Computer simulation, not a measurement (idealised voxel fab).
Module name: voxel self aligned contacts (process module)
Shown is cross-section cut, with a width of 170 nm and square cells of size 5 nm.
In what follows, cross-sections appear as grids of square cells, described through bands that run from the top down, where every band is one or more rows of cells. What a band's entry tells you: where the top is and where the bottom is, as heights in nm, and after that what lies inside, material by material from left to right, each with its width in nm. Empty space is written as the word "blank", and a single material marked with the word "throughout" occupies the band from edge to edge. Heights are measured from 0, the level below which the as-received wafer is all one material; the lowest band has no bottom and continues downward, written as in "0 nm and below". With a width like "30->40", each row of cells in the band differs from the next by the same amount, the top row carrying the first number and the bottom row the second. What does "nothing was modified" mean for a step? It means no cell of the cross-section changed in that step. For the entry "Closed internal voids", the listed items are empty spaces with no open way to the top whose size is 8 cells or more; each item follows the pattern width x height at distance, where distance is from the left edge and all three are in nm. Whatever follows a step's settings on its line is a remark the simulator itself makes about that step. "overlay nm", when on a step's line for a step with a mask, measures how far to the right of its planned place the mask lay; a negative measure means to the left.
### plan
1,RECEIVE, material Si
2,CONFORMAL_DEP, material SiO2, thk nm 5
3,DIRECTIONAL_DEP, material polySi, thk nm 30
4,DIRECTIONAL_DEP, material SiN, thk nm 20
5,MASKED_ETCH, tone cover, mask id GATE, width nm 35, pitch nm 70, etch materials SiN, depth nm 20, overlay nm 0
6,MASKED_ETCH, tone cover, mask id GATE, width nm 35, pitch nm 70, etch materials polySi, depth nm 30, overlay nm 0
7,CONFORMAL_DEP, material SiN, thk nm 5
8,DIRECTIONAL_ETCH, etch materials SiN, depth nm 5
9,FILL_DEP, material SiO2, thk nm 20
10,CMP, height nm 65
11,MASKED_ETCH, tone open, mask id CONTACT, width nm 45, etch materials SiO2, depth nm 65, overlay nm 0
12,CONFORMAL_DEP, material TiN, thk nm 5
13,FILL_DEP, material Ru, thk nm 10
14,CMP, height nm 65
15,CONFORMAL_DEP, material SiCN, thk nm 5
### Received-state cross-section, reflecting completion of step 1
	0 nm and below  Si throughout
	Closed internal voids: none
### End state of the module in cross-section, given the above starting point and plan and one mistake in execution
	85 nm to 80 nm  SiCN throughout
	80 nm to 70 nm  Ru throughout
	70 nm to 65 nm  TiN (65) / Ru (35) / TiN (70)
	65 nm to 55 nm  SiO2 (60) / TiN (5->15) / Ru (35->15) / TiN (5->15) / SiO2 (65)
	55 nm to 35 nm  SiO2 (25) / SiN (45) / TiN (5) / Ru (15) / TiN (5) / SiN (45) / SiO2 (30)
	35 nm to 5 nm  SiO2 (25) / SiN (5) / polySi (35) / SiN (5) / TiN (5) / Ru (15) / TiN (5) / SiN (5) / polySi (35) / SiN (5) / SiO2 (30)
	5 nm to 0 nm  SiO2 (70) / TiN (25) / SiO2 (75)
	0 nm and below  Si throughout
	Closed internal voids: none
Want to know what went wrong? step 14 was dropped from the plan's execution and never run
